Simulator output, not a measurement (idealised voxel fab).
The process module that follows is named voxel wiring stack.
Section cut is 265 nm wide and gridded with 5 nm square cells.
A cross-section is written here as square cells arranged in a grid, and it is given in bands from the top down, each band taking up one or more rows of cells. Band entry format. Leading values: height of top, height of bottom, nm. Remainder: materials in left-to-right order, each with its width in nm. Special words: "throughout" on a single material, which then fills the band edge to edge; "empty", empty space. Height reference: 0 = level under which incoming wafer is all one material. Lowest band: no bottom, runs on downward, e.g. "0..down". Think of "30 to 40" as a width that walks from the first number to the second as you go down the band, top row to bottom row, taking equal-sized steps from row to row. No cell of the cross-section changed in a step that is given as "no modification". "Closed void entries": empty spaces of 8 cells or more with no open way to the top, each given as width x height at distance, distance from the left edge, all in nm. If you see something after the settings on a step's line, that's the simulator's own remark about that step. overlay nm: where the mask lay relative to plan, measured to the right, on steps with a mask; negatives go left. If you're wondering how to read the rest of this, here's the deal. It's pairs of cross-sections: one from before a process step, one from after it. The after one is only drawn as far down as the lowest band that changed. Right under each pair you'll see which step sits between them and what its settings were. Don't read the pairs as one continuous story, though. They can come from different runs of this module on the same starting wafer, and a pair only carries on from the one above it where its entry headed "Prior to step" says so.

### Prior to step
* 140..135 | TiN 80 nm | empty 15 nm | TiN 30 nm | empty 15 nm | TiN 30 nm | empty 15 nm | TiN 80 nm
* 135..115 | lowk 75 nm | TiN 5 nm | empty 15 nm | TiN 5 nm | lowk 20 nm | TiN 5 nm | empty 15 nm | TiN 5 nm | lowk 20 nm | TiN 5 nm | empty 15 nm | TiN 5 nm | lowk 75 nm
* 115..110 | SiCN 75 nm | TiN 25 nm | SiCN 20 nm | TiN 25 nm | SiCN 20 nm | TiN 25 nm | SiCN 75 nm
* 110..100 | SiO2 75 nm | TiN 5 nm | Cu 15 nm | TiN 5 nm | SiO2 20 nm | TiN 5 nm | Cu 15 nm | TiN 5 nm | SiO2 20 nm | TiN 5 nm | Cu 15 nm | TiN 5 nm | SiO2 75 nm
* 100..95 | SiO2 75 nm | TiN 5 nm | Cu 5 nm | TiN 15 nm | SiO2 20 nm | TiN 5 nm | Cu 5 nm | TiN 15 nm | SiO2 20 nm | TiN 5 nm | Cu 5 nm | TiN 15 nm | SiO2 75 nm
* 95..85 | SiO2 75 nm | TiN 5 nm | Cu 5 nm | TiN 5 nm | SiO2 30 nm | TiN 5 nm | Cu 5 nm | TiN 5 nm | SiO2 30 nm | TiN 5 nm | Cu 5 nm | TiN 5 nm | SiO2 85 nm
* 85..80 | SiCN 75 nm | TiN 15 nm | SiCN 30 nm | TiN 15 nm | SiCN 30 nm | TiN 15 nm | SiCN 85 nm
* 80..70 | lowk 75 nm | TiN 5 nm | Cu 15 nm | TiN 5 nm | lowk 20 nm | TiN 5 nm | Cu 15 nm | TiN 5 nm | lowk 20 nm | TiN 5 nm | Cu 15 nm | TiN 5 nm | lowk 75 nm
* 70..65 | lowk 75 nm | TiN 5 nm | Cu 5 nm | TiN 15 nm | lowk 20 nm | TiN 5 nm | Cu 5 nm | TiN 15 nm | lowk 20 nm | TiN 5 nm | Cu 5 nm | TiN 15 nm | lowk 75 nm
* 65..50 | lowk 75 nm | TiN 5 nm | Cu 5 nm | TiN 5 nm | lowk 30 nm | TiN 5 nm | Cu 5 nm | TiN 5 nm | lowk 30 nm | TiN 5 nm | Cu 5 nm | TiN 5 nm | lowk 85 nm
* 50..45 | SiCN 75 nm | TiN 15 nm | SiCN 30 nm | TiN 15 nm | SiCN 30 nm | TiN 15 nm | SiCN 85 nm
* 45..20 | SiO2 70 nm | SiN 5 nm | Ru 25 nm | SiN 5 nm | SiO2 10 nm | SiN 5 nm | Ru 25 nm | SiN 5 nm | SiO2 10 nm | SiN 5 nm | Ru 25 nm | SiN 5 nm | SiO2 70 nm
* 20..15 | SiN 75 nm | TiN 25 nm | SiN 20 nm | TiN 25 nm | SiN 20 nm | TiN 25 nm | SiN 75 nm
* 15..0 | SiO2 throughout
* 0..down | Si throughout
* Closed void entries: none

### Post-Process Section
* 150..140 | Cu throughout
* 140..135 | TiN 80 nm | Cu 15 nm | TiN 30 nm | Cu 15 nm | TiN 30 nm | Cu 15 nm | TiN 80 nm
* 135..115 | lowk 75 nm | TiN 5 nm | Cu 15 nm | TiN 5 nm | lowk 20 nm | TiN 5 nm | Cu 15 nm | TiN 5 nm | lowk 20 nm | TiN 5 nm | Cu 15 nm | TiN 5 nm | lowk 75 nm
* Whatever lies below 115 is exactly as it was before.
* Closed void entries: none
It is this step that lies between the two cross-sections above: FILL_DEP | material Cu | thk nm 10

Prior to step: the cross-section after the pair above

### Post-Process Section
* 145..140 | Cu throughout
* Whatever lies below 140 is exactly as it was before.
* Closed void entries: none
It is this step that lies between the two cross-sections above: CMP | height nm 145

Prior to step: the cross-section after the pair above

### Post-Process Section
* 150..145 | SiN throughout
* Whatever lies below 145 is exactly as it was before.
* Closed void entries: none
It is this step that lies between the two cross-sections above: CONFORMAL_DEP | material SiN | thk nm 5

### Prior to step
* 80..50 | lowk throughout
* 50..45 | SiCN throughout
* 45..20 | SiO2 70 nm | SiN 5 nm | Ru 25 nm | SiN 5 nm | SiO2 10 nm | SiN 5 nm | Ru 25 nm | SiN 5 nm | SiO2 10 nm | SiN 5 nm | Ru 25 nm | SiN 5 nm | SiO2 70 nm
* 20..15 | SiN 75 nm | TiN 25 nm | SiN 20 nm | TiN 25 nm | SiN 20 nm | TiN 25 nm | SiN 75 nm
* 15..0 | SiO2 throughout
* 0..down | Si throughout
* Closed void entries: none

### Post-Process Section
* 110..50 | lowk throughout
* Whatever lies below 50 is exactly as it was before.
* Closed void entries: none
It is this step that lies between the two cross-sections above: DIRECTIONAL_DEP | material lowk | thk nm 30

Prior to step: the cross-section after the pair above

### Post-Process Section
* 110..95 | lowk 75 nm | empty 25 nm | lowk 20 nm | empty 25 nm | lowk 20 nm | empty 25 nm | lowk 75 nm
* Whatever lies below 95 is exactly as it was before.
* Closed void entries: none
It is this step that lies between the two cross-sections above: MASKED_ETCH | tone open | mask id METAL_2 | width nm 25 | pitch nm 45 | etch materials lowk | depth nm 15 | overlay nm 0

Prior to step: the cross-section after the pair above

### Post-Process Section
* 120..110 | aC 75 nm | empty 25 nm | aC 20 nm | empty 25 nm | aC 20 nm | empty 25 nm | aC 75 nm
* 110..105 | lowk 75 nm | empty 25 nm | lowk 20 nm | empty 25 nm | lowk 20 nm | empty 25 nm | lowk 75 nm
* 105..95 | lowk 75 nm | aC 25 nm | lowk 20 nm | aC 25 nm | lowk 20 nm | aC 25 nm | lowk 75 nm
* Whatever lies below 95 is exactly as it was before.
* Closed void entries: none
It is this step that lies between the two cross-sections above: DIRECTIONAL_DEP | material aC | thk nm 10

Prior to step: the cross-section after the pair above

### Post-Process Section
* 150..120 | resist 75 nm | empty 15 nm | resist 30 nm | empty 15 nm | resist 30 nm | empty 15 nm | resist 85 nm
* 120..110 | aC 75 nm | empty 15 nm | resist 10 nm | aC 20 nm | empty 15 nm | resist 10 nm | aC 20 nm | empty 15 nm | resist 10 nm | aC 75 nm
* 110..105 | lowk 75 nm | empty 15 nm | resist 10 nm | lowk 20 nm | empty 15 nm | resist 10 nm | lowk 20 nm | empty 15 nm | resist 10 nm | lowk 75 nm
* Whatever lies below 105 is exactly as it was before.
* Closed void entries: none
It is this step that lies between the two cross-sections above: PATTERN | tone open | mask id METAL_2_HOLES | material resist | width nm 15 | pitch nm 45 | thk nm 30 | overlay nm 0

Prior to step: the cross-section after the pair above

### Post-Process Section
* 140..120 | resist 75 nm | empty 15 nm | resist 30 nm | empty 15 nm | resist 30 nm | empty 15 nm | resist 85 nm
* 120..110 | aC 75 nm | empty 15 nm | resist 10 nm | aC 20 nm | empty 15 nm | resist 10 nm | aC 20 nm | empty 15 nm | resist 10 nm | aC 75 nm
* 110..105 | lowk 75 nm | empty 15 nm | resist 10 nm | lowk 20 nm | empty 15 nm | resist 10 nm | lowk 20 nm | empty 15 nm | resist 10 nm | lowk 75 nm
* 105..95 | lowk 75 nm | empty 15 nm | aC 10 nm | lowk 20 nm | empty 15 nm | aC 10 nm | lowk 20 nm | empty 15 nm | aC 10 nm | lowk 75 nm
* Whatever lies below 95 is exactly as it was before.
* Closed void entries: none
It is this step that lies between the two cross-sections above: DIRECTIONAL_ETCH | etch materials aC | depth nm 10

Prior to step: the cross-section after the pair above

### Post-Process Section
* 120..110 | aC 75 nm | empty 25 nm | aC 20 nm | empty 25 nm | aC 20 nm | empty 25 nm | aC 75 nm
* 110..105 | lowk 75 nm | empty 25 nm | lowk 20 nm | empty 25 nm | lowk 20 nm | empty 25 nm | lowk 75 nm
* Whatever lies below 105 is exactly as it was before.
* Closed void entries: none
It is this step that lies between the two cross-sections above: STRIP | etch materials resist

Prior to step: the cross-section after the pair above

### Post-Process Section
* 120..110 | aC 75 nm | empty 25 nm | aC 20 nm | empty 25 nm | aC 20 nm | empty 25 nm | aC 75 nm
* 110..105 | lowk 75 nm | empty 25 nm | lowk 20 nm | empty 25 nm | lowk 20 nm | empty 25 nm | lowk 75 nm
* 105..95 | lowk 75 nm | empty 15 nm | aC 10 nm | lowk 20 nm | empty 15 nm | aC 10 nm | lowk 20 nm | empty 15 nm | aC 10 nm | lowk 75 nm
* 95..80 | lowk 75 nm | empty 15 nm | lowk 30 nm | empty 15 nm | lowk 30 nm | empty 15 nm | lowk 85 nm
* Whatever lies below 80 is exactly as it was before.
* Closed void entries: none
It is this step that lies between the two cross-sections above: DIRECTIONAL_ETCH | etch materials lowk | depth nm 15

Prior to step: the cross-section after the pair above

### Post-Process Section
* 110..95 | lowk 75 nm | empty 25 nm | lowk 20 nm | empty 25 nm | lowk 20 nm | empty 25 nm | lowk 75 nm
* Whatever lies below 95 is exactly as it was before.
* Closed void entries: none
It is this step that lies between the two cross-sections above: STRIP | etch materials aC

Prior to step: the cross-section after the pair above

### Post-Process Section
* 115..110 | TiN 80 nm | empty 15 nm | TiN 30 nm | empty 15 nm | TiN 30 nm | empty 15 nm | TiN 80 nm
* 110..100 | lowk 75 nm | TiN 5 nm | empty 15 nm | TiN 5 nm | lowk 20 nm | TiN 5 nm | empty 15 nm | TiN 5 nm | lowk 20 nm | TiN 5 nm | empty 15 nm | TiN 5 nm | lowk 75 nm
* 100..95 | lowk 75 nm | TiN 5 nm | empty 5 nm | TiN 15 nm | lowk 20 nm | TiN 5 nm | empty 5 nm | TiN 15 nm | lowk 20 nm | TiN 5 nm | empty 5 nm | TiN 15 nm | lowk 75 nm
* 95..85 | lowk 75 nm | TiN 5 nm | empty 5 nm | TiN 5 nm | lowk 30 nm | TiN 5 nm | empty 5 nm | TiN 5 nm | lowk 30 nm | TiN 5 nm | empty 5 nm | TiN 5 nm | lowk 85 nm
* 85..80 | lowk 75 nm | TiN 15 nm | lowk 30 nm | TiN 15 nm | lowk 30 nm | TiN 15 nm | lowk 85 nm
* Whatever lies below 80 is exactly as it was before.
* Closed void entries: none
It is this step that lies between the two cross-sections above: CONFORMAL_DEP | material TiN | thk nm 5

Prior to step: the cross-section after the pair above

### Post-Process Section
* 120..115 | Cu throughout
* 115..110 | TiN 80 nm | Cu 15 nm | TiN 30 nm | Cu 15 nm | TiN 30 nm | Cu 15 nm | TiN 80 nm
* 110..100 | lowk 75 nm | TiN 5 nm | Cu 15 nm | TiN 5 nm | lowk 20 nm | TiN 5 nm | Cu 15 nm | TiN 5 nm | lowk 20 nm | TiN 5 nm | Cu 15 nm | TiN 5 nm | lowk 75 nm
* 100..95 | lowk 75 nm | TiN 5 nm | Cu 5 nm | TiN 15 nm | lowk 20 nm | TiN 5 nm | Cu 5 nm | TiN 15 nm | lowk 20 nm | TiN 5 nm | Cu 5 nm | TiN 15 nm | lowk 75 nm
* 95..85 | lowk 75 nm | TiN 5 nm | Cu 5 nm | TiN 5 nm | lowk 30 nm | TiN 5 nm | Cu 5 nm | TiN 5 nm | lowk 30 nm | TiN 5 nm | Cu 5 nm | TiN 5 nm | lowk 85 nm
* Whatever lies below 85 is exactly as it was before.
* Closed void entries: none
It is this step that lies between the two cross-sections above: FILL_DEP | material Cu | thk nm 5

Prior to step: the cross-section after the pair above

### Post-Process Section
* 80..50 | lowk throughout
* Whatever lies below 50 is exactly as it was before.
* Closed void entries: none
It is this step that lies between the two cross-sections above: CMP | height nm 80

Prior to step: the cross-section after the pair above

### Post-Process Section
* 85..80 | SiCN throughout
* Whatever lies below 80 is exactly as it was before.
* Closed void entries: none
It is this step that lies between the two cross-sections above: CONFORMAL_DEP | material SiCN | thk nm 5

Prior to step: the cross-section after the pair above

### Post-Process Section
* 110..85 | SiO2 throughout
* Whatever lies below 85 is exactly as it was before.
* Closed void entries: none
It is this step that lies between the two cross-sections above: DIRECTIONAL_DEP | material SiO2 | thk nm 25

Prior to step: the cross-section after the pair above

### Post-Process Section
* 110..85 | SiO2 75 nm | empty 15 nm | SiO2 30 nm | empty 15 nm | SiO2 30 nm | empty 15 nm | SiO2 85 nm
* Whatever lies below 85 is exactly as it was before.
* Closed void entries: none
It is this step that lies between the two cross-sections above: MASKED_ETCH | tone open | mask id METAL_3_HOLES | width nm 15 | pitch nm 45 | etch materials SiO2 | depth nm 25 | overlay nm 0

Prior to step: the cross-section after the pair above

### Post-Process Section
* 125..110 | aC 75 nm | empty 15 nm | aC 30 nm | empty 15 nm | aC 30 nm | empty 15 nm | aC 85 nm
* 110..100 | SiO2 75 nm | empty 15 nm | SiO2 30 nm | empty 15 nm | SiO2 30 nm | empty 15 nm | SiO2 85 nm
* 100..85 | SiO2 75 nm | aC 15 nm | SiO2 30 nm | aC 15 nm | SiO2 30 nm | aC 15 nm | SiO2 85 nm
* Whatever lies below 85 is exactly as it was before.
* Closed void entries: none
It is this step that lies between the two cross-sections above: DIRECTIONAL_DEP | material aC | thk nm 15

Prior to step: the cross-section after the pair above

### Post-Process Section
* 160..125 | resist 75 nm | empty 25 nm | resist 20 nm | empty 25 nm | resist 20 nm | empty 25 nm | resist 75 nm
* Whatever lies below 125 is exactly as it was before.
* Closed void entries: none
It is this step that lies between the two cross-sections above: PATTERN | tone open | mask id METAL_3 | material resist | width nm 25 | pitch nm 45 | thk nm 35 | overlay nm 0

Prior to step: the cross-section after the pair above

### Post-Process Section
* 145..125 | resist 75 nm | empty 25 nm | resist 20 nm | empty 25 nm | resist 20 nm | empty 25 nm | resist 75 nm
* 125..110 | aC 75 nm | empty 25 nm | aC 20 nm | empty 25 nm | aC 20 nm | empty 25 nm | aC 75 nm
* 110..85 | SiO2 75 nm | empty 15 nm | SiO2 30 nm | empty 15 nm | SiO2 30 nm | empty 15 nm | SiO2 85 nm
* Whatever lies below 85 is exactly as it was before.
* Closed void entries: none
It is this step that lies between the two cross-sections above: DIRECTIONAL_ETCH | etch materials aC | depth nm 15

Prior to step: the cross-section after the pair above

### Post-Process Section
* 125..110 | aC 75 nm | empty 25 nm | aC 20 nm | empty 25 nm | aC 20 nm | empty 25 nm | aC 75 nm
* Whatever lies below 110 is exactly as it was before.
* Closed void entries: none
It is this step that lies between the two cross-sections above: STRIP | etch materials resist

Prior to step: the cross-section after the pair above

### Post-Process Section
* 125..110 | aC 75 nm | empty 25 nm | aC 20 nm | empty 25 nm | aC 20 nm | empty 25 nm | aC 75 nm
* 110..95 | SiO2 75 nm | empty 25 nm | SiO2 20 nm | empty 25 nm | SiO2 20 nm | empty 25 nm | SiO2 75 nm
* Whatever lies below 95 is exactly as it was before.
* Closed void entries: none
It is this step that lies between the two cross-sections above: DIRECTIONAL_ETCH | etch materials SiO2 | depth nm 15

Prior to step: the cross-section after the pair above

### Post-Process Section
* 125..110 | aC 75 nm | empty 25 nm | aC 20 nm | empty 25 nm | aC 20 nm | empty 25 nm | aC 75 nm
* 110..95 | SiO2 75 nm | empty 25 nm | SiO2 20 nm | empty 25 nm | SiO2 20 nm | empty 25 nm | SiO2 75 nm
* 95..85 | SiO2 75 nm | empty 15 nm | SiO2 30 nm | empty 15 nm | SiO2 30 nm | empty 15 nm | SiO2 85 nm
* 85..80 | SiCN 75 nm | empty 15 nm | SiCN 30 nm | empty 15 nm | SiCN 30 nm | empty 15 nm | SiCN 85 nm
* Whatever lies below 80 is exactly as it was before.
* Closed void entries: none
It is this step that lies between the two cross-sections above: DIRECTIONAL_ETCH | etch materials SiCN | depth nm 5

Prior to step: the cross-section after the pair above

### Post-Process Section
* 110..95 | SiO2 75 nm | empty 25 nm | SiO2 20 nm | empty 25 nm | SiO2 20 nm | empty 25 nm | SiO2 75 nm
* Whatever lies below 95 is exactly as it was before.
* Closed void entries: none
It is this step that lies between the two cross-sections above: STRIP | etch materials aC

Prior to step: the cross-section after the pair above

### Post-Process Section
* 115..110 | TiN 80 nm | empty 15 nm | TiN 30 nm | empty 15 nm | TiN 30 nm | empty 15 nm | TiN 80 nm
* 110..100 | SiO2 75 nm | TiN 5 nm | empty 15 nm | TiN 5 nm | SiO2 20 nm | TiN 5 nm | empty 15 nm | TiN 5 nm | SiO2 20 nm | TiN 5 nm | empty 15 nm | TiN 5 nm | SiO2 75 nm
* 100..95 | SiO2 75 nm | TiN 5 nm | empty 5 nm | TiN 15 nm | SiO2 20 nm | TiN 5 nm | empty 5 nm | TiN 15 nm | SiO2 20 nm | TiN 5 nm | empty 5 nm | TiN 15 nm | SiO2 75 nm
* 95..85 | SiO2 75 nm | TiN 5 nm | empty 5 nm | TiN 5 nm | SiO2 30 nm | TiN 5 nm | empty 5 nm | TiN 5 nm | SiO2 30 nm | TiN 5 nm | empty 5 nm | TiN 5 nm | SiO2 85 nm
* 85..80 | SiCN 75 nm | TiN 15 nm | SiCN 30 nm | TiN 15 nm | SiCN 30 nm | TiN 15 nm | SiCN 85 nm
* Whatever lies below 80 is exactly as it was before.
* Closed void entries: none
It is this step that lies between the two cross-sections above: CONFORMAL_DEP | material TiN | thk nm 5

Prior to step: the cross-section after the pair above

### Post-Process Section
* 120..115 | Cu throughout
* 115..110 | TiN 80 nm | Cu 15 nm | TiN 30 nm | Cu 15 nm | TiN 30 nm | Cu 15 nm | TiN 80 nm
* 110..100 | SiO2 75 nm | TiN 5 nm | Cu 15 nm | TiN 5 nm | SiO2 20 nm | TiN 5 nm | Cu 15 nm | TiN 5 nm | SiO2 20 nm | TiN 5 nm | Cu 15 nm | TiN 5 nm | SiO2 75 nm
* 100..95 | SiO2 75 nm | TiN 5 nm | Cu 5 nm | TiN 15 nm | SiO2 20 nm | TiN 5 nm | Cu 5 nm | TiN 15 nm | SiO2 20 nm | TiN 5 nm | Cu 5 nm | TiN 15 nm | SiO2 75 nm
* 95..85 | SiO2 75 nm | TiN 5 nm | Cu 5 nm | TiN 5 nm | SiO2 30 nm | TiN 5 nm | Cu 5 nm | TiN 5 nm | SiO2 30 nm | TiN 5 nm | Cu 5 nm | TiN 5 nm | SiO2 85 nm
* Whatever lies below 85 is exactly as it was before.
* Closed void entries: none
It is this step that lies between the two cross-sections above: FILL_DEP | material Cu | thk nm 5

Prior to step: the cross-section after the pair above

### Post-Process Section
* 110..100 | SiO2 75 nm | TiN 5 nm | Cu 15 nm | TiN 5 nm | SiO2 20 nm | TiN 5 nm | Cu 15 nm | TiN 5 nm | SiO2 20 nm | TiN 5 nm | Cu 15 nm | TiN 5 nm | SiO2 75 nm
* Whatever lies below 100 is exactly as it was before.
* Closed void entries: none
It is this step that lies between the two cross-sections above: CMP | height nm 110

Prior to step: the cross-section after the pair above

### Post-Process Section
* 115..110 | SiCN throughout
* Whatever lies below 110 is exactly as it was before.
* Closed void entries: none
It is this step that lies between the two cross-sections above: CONFORMAL_DEP | material SiCN | thk nm 5

Prior to step: the cross-section after the pair above

### Post-Process Section
* 145..115 | lowk throughout
* Whatever lies below 115 is exactly as it was before.
* Closed void entries: none
It is this step that lies between the two cross-sections above: DIRECTIONAL_DEP | material lowk | thk nm 30

Prior to step: the cross-section after the pair above

### Post-Process Section
* 145..125 | lowk 75 nm | empty 25 nm | lowk 20 nm | empty 25 nm | lowk 20 nm | empty 25 nm | lowk 75 nm
* Whatever lies below 125 is exactly as it was before.
* Closed void entries: none
It is this step that lies between the two cross-sections above: MASKED_ETCH | tone open | mask id METAL_4 | width nm 25 | pitch nm 45 | etch materials lowk | depth nm 20 | overlay nm 0

Prior to step: the cross-section after the pair above

### Post-Process Section
* 160..145 | resist 75 nm | empty 15 nm | resist 30 nm | empty 15 nm | resist 30 nm | empty 15 nm | resist 85 nm
* 145..125 | lowk 75 nm | empty 15 nm | resist 10 nm | lowk 20 nm | empty 15 nm | resist 10 nm | lowk 20 nm | empty 15 nm | resist 10 nm | lowk 75 nm
* Whatever lies below 125 is exactly as it was before.
* Closed void entries: none
It is this step that lies between the two cross-sections above: PATTERN | tone open | mask id METAL_4_HOLES | material resist | width nm 15 | pitch nm 45 | thk nm 15 | overlay nm 0

Prior to step: the cross-section after the pair above

### Post-Process Section
* 160..145 | resist 75 nm | empty 15 nm | resist 30 nm | empty 15 nm | resist 30 nm | empty 15 nm | resist 85 nm
* 145..125 | lowk 75 nm | empty 15 nm | resist 10 nm | lowk 20 nm | empty 15 nm | resist 10 nm | lowk 20 nm | empty 15 nm | resist 10 nm | lowk 75 nm
* 125..115 | lowk 75 nm | empty 15 nm | lowk 30 nm | empty 15 nm | lowk 30 nm | empty 15 nm | lowk 85 nm
* Whatever lies below 115 is exactly as it was before.
* Closed void entries: none
It is this step that lies between the two cross-sections above: DIRECTIONAL_ETCH | etch materials lowk | depth nm 10

Prior to step: the cross-section after the pair above

### Post-Process Section
* 160..145 | resist 75 nm | empty 15 nm | resist 30 nm | empty 15 nm | resist 30 nm | empty 15 nm | resist 85 nm
* 145..125 | lowk 75 nm | empty 15 nm | resist 10 nm | lowk 20 nm | empty 15 nm | resist 10 nm | lowk 20 nm | empty 15 nm | resist 10 nm | lowk 75 nm
* 125..115 | lowk 75 nm | empty 15 nm | lowk 30 nm | empty 15 nm | lowk 30 nm | empty 15 nm | lowk 85 nm
* 115..110 | SiCN 75 nm | empty 15 nm | SiCN 30 nm | empty 15 nm | SiCN 30 nm | empty 15 nm | SiCN 85 nm
* Whatever lies below 110 is exactly as it was before.
* Closed void entries: none
It is this step that lies between the two cross-sections above: DIRECTIONAL_ETCH | etch materials SiCN | depth nm 5

Prior to step: the cross-section after the pair above

### Post-Process Section
* 145..125 | lowk 75 nm | empty 25 nm | lowk 20 nm | empty 25 nm | lowk 20 nm | empty 25 nm | lowk 75 nm
* Whatever lies below 125 is exactly as it was before.
* Closed void entries: none
It is this step that lies between the two cross-sections above: STRIP | etch materials resist

Prior to step: the cross-section after the pair above

### Post-Process Section
* 150..145 | TiN 80 nm | empty 15 nm | TiN 30 nm | empty 15 nm | TiN 30 nm | empty 15 nm | TiN 80 nm
* 145..130 | lowk 75 nm | TiN 5 nm | empty 15 nm | TiN 5 nm | lowk 20 nm | TiN 5 nm | empty 15 nm | TiN 5 nm | lowk 20 nm | TiN 5 nm | empty 15 nm | TiN 5 nm | lowk 75 nm
* 130..125 | lowk 75 nm | TiN 5 nm | empty 5 nm | TiN 15 nm | lowk 20 nm | TiN 5 nm | empty 5 nm | TiN 15 nm | lowk 20 nm | TiN 5 nm | empty 5 nm | TiN 15 nm | lowk 75 nm
* 125..115 | lowk 75 nm | TiN 5 nm | empty 5 nm | TiN 5 nm | lowk 30 nm | TiN 5 nm | empty 5 nm | TiN 5 nm | lowk 30 nm | TiN 5 nm | empty 5 nm | TiN 5 nm | lowk 85 nm
* 115..110 | SiCN 75 nm | TiN 15 nm | SiCN 30 nm | TiN 15 nm | SiCN 30 nm | TiN 15 nm | SiCN 85 nm
* Whatever lies below 110 is exactly as it was before.
* Closed void entries: none
It is this step that lies between the two cross-sections above: CONFORMAL_DEP | material TiN | thk nm 5

Prior to step: the cross-section after the pair above

### Post-Process Section
* 160..150 | Cu throughout
* 150..145 | TiN 80 nm | Cu 15 nm | TiN 30 nm | Cu 15 nm | TiN 30 nm | Cu 15 nm | TiN 80 nm
* 145..130 | lowk 75 nm | TiN 5 nm | Cu 15 nm | TiN 5 nm | lowk 20 nm | TiN 5 nm | Cu 15 nm | TiN 5 nm | lowk 20 nm | TiN 5 nm | Cu 15 nm | TiN 5 nm | lowk 75 nm
* 130..125 | lowk 75 nm | TiN 5 nm | Cu 5 nm | TiN 15 nm | lowk 20 nm | TiN 5 nm | Cu 5 nm | TiN 15 nm | lowk 20 nm | TiN 5 nm | Cu 5 nm | TiN 15 nm | lowk 75 nm
* 125..115 | lowk 75 nm | TiN 5 nm | Cu 5 nm | TiN 5 nm | lowk 30 nm | TiN 5 nm | Cu 5 nm | TiN 5 nm | lowk 30 nm | TiN 5 nm | Cu 5 nm | TiN 5 nm | lowk 85 nm
* Whatever lies below 115 is exactly as it was before.
* Closed void entries: none
It is this step that lies between the two cross-sections above: FILL_DEP | material Cu | thk nm 10

Prior to step: the cross-section after the pair above

### Post-Process Section
* 145..130 | lowk 75 nm | TiN 5 nm | Cu 15 nm | TiN 5 nm | lowk 20 nm | TiN 5 nm | Cu 15 nm | TiN 5 nm | lowk 20 nm | TiN 5 nm | Cu 15 nm | TiN 5 nm | lowk 75 nm
* Whatever lies below 130 is exactly as it was before.
* Closed void entries: none
It is this step that lies between the two cross-sections above: CMP | height nm 145

Prior to step: the cross-section after the pair above

### Post-Process Section
* 150..145 | SiN throughout
* Whatever lies below 145 is exactly as it was before.
* Closed void entries: none
It is this step that lies between the two cross-sections above: CONFORMAL_DEP | material SiN | thk nm 5

### Prior to step
* 0..down | Si throughout
* Closed void entries: none

### Post-Process Section
* 5..0 | TiN throughout
* Whatever lies below 0 is exactly as it was before.
* Closed void entries: none
It is this step that lies between the two cross-sections above: DIRECTIONAL_DEP | material TiN | thk nm 5

Prior to step: the cross-section after the pair above

### Post-Process Section
* 20..5 | SiO2 throughout
* Whatever lies below 5 is exactly as it was before.
* Closed void entries: none
It is this step that lies between the two cross-sections above: CONFORMAL_DEP | material SiO2 | thk nm 15

Prior to step: the cross-section after the pair above

### Post-Process Section
* 45..20 | Ru throughout
* Whatever lies below 20 is exactly as it was before.
* Closed void entries: none
It is this step that lies between the two cross-sections above: DIRECTIONAL_DEP | material Ru | thk nm 25

Prior to step: the cross-section after the pair above

### Post-Process Section
* 45..20 | empty 75 nm | Ru 25 nm | empty 20 nm | Ru 25 nm | empty 20 nm | Ru 25 nm | empty 75 nm
* Whatever lies below 20 is exactly as it was before.
* Closed void entries: none
It is this step that lies between the two cross-sections above: MASKED_ETCH | tone cover | mask id METAL_1 | width nm 25 | pitch nm 45 | etch materials Ru | depth nm 25 | overlay nm 0

Prior to step: the cross-section after the pair above

### Post-Process Section
* 50..45 | empty 70 nm | SiN 35 nm | empty 10 nm | SiN 35 nm | empty 10 nm | SiN 35 nm | empty 70 nm
* 45..25 | empty 70 nm | SiN 5 nm | Ru 25 nm | SiN 5 nm | empty 10 nm | SiN 5 nm | Ru 25 nm | SiN 5 nm | empty 10 nm | SiN 5 nm | Ru 25 nm | SiN 5 nm | empty 70 nm
* 25..20 | SiN 75 nm | Ru 25 nm | SiN 20 nm | Ru 25 nm | SiN 20 nm | Ru 25 nm | SiN 75 nm
* Whatever lies below 20 is exactly as it was before.
* Closed void entries: none
It is this step that lies between the two cross-sections above: CONFORMAL_DEP | material SiN | thk nm 5

Prior to step: the cross-section after the pair above

### Post-Process Section
* 55..50 | SiO2 throughout
* 50..45 | SiO2 70 nm | SiN 35 nm | SiO2 10 nm | SiN 35 nm | SiO2 10 nm | SiN 35 nm | SiO2 70 nm
* 45..25 | SiO2 70 nm | SiN 5 nm | Ru 25 nm | SiN 5 nm | SiO2 10 nm | SiN 5 nm | Ru 25 nm | SiN 5 nm | SiO2 10 nm | SiN 5 nm | Ru 25 nm | SiN 5 nm | SiO2 70 nm
* Whatever lies below 25 is exactly as it was before.
* Closed void entries: none
It is this step that lies between the two cross-sections above: FILL_DEP | material SiO2 | thk nm 5

Prior to step: the cross-section after the pair above

### Post-Process Section
* 45..25 | SiO2 70 nm | SiN 5 nm | Ru 25 nm | SiN 5 nm | SiO2 10 nm | SiN 5 nm | Ru 25 nm | SiN 5 nm | SiO2 10 nm | SiN 5 nm | Ru 25 nm | SiN 5 nm | SiO2 70 nm
* Whatever lies below 25 is exactly as it was before.
* Closed void entries: none
It is this step that lies between the two cross-sections above: CMP | height nm 45

Prior to step: the cross-section after the pair above

### Post-Process Section
* 50..45 | SiCN throughout
* Whatever lies below 45 is exactly as it was before.
* Closed void entries: none
It is this step that lies between the two cross-sections above: CONFORMAL_DEP | material SiCN | thk nm 5

Prior to step: the cross-section after the pair above

### Post-Process Section
* 80..50 | lowk throughout
* Whatever lies below 50 is exactly as it was before.
* Closed void entries: none
It is this step that lies between the two cross-sections above: DIRECTIONAL_DEP | material lowk | thk nm 30

Prior to step: the cross-section after the pair above

### Post-Process Section
* 80..65 | lowk 75 nm | empty 25 nm | lowk 20 nm | empty 25 nm | lowk 20 nm | empty 25 nm | lowk 75 nm
* Whatever lies below 65 is exactly as it was before.
* Closed void entries: none
It is this step that lies between the two cross-sections above: MASKED_ETCH | tone open | mask id METAL_2 | width nm 25 | pitch nm 45 | etch materials lowk | depth nm 15 | overlay nm 0

Prior to step: the cross-section after the pair above

### Post-Process Section
* 90..80 | aC 75 nm | empty 25 nm | aC 20 nm | empty 25 nm | aC 20 nm | empty 25 nm | aC 75 nm
* 80..75 | lowk 75 nm | empty 25 nm | lowk 20 nm | empty 25 nm | lowk 20 nm | empty 25 nm | lowk 75 nm
* 75..65 | lowk 75 nm | aC 25 nm | lowk 20 nm | aC 25 nm | lowk 20 nm | aC 25 nm | lowk 75 nm
* Whatever lies below 65 is exactly as it was before.
* Closed void entries: none
It is this step that lies between the two cross-sections above: DIRECTIONAL_DEP | material aC | thk nm 10
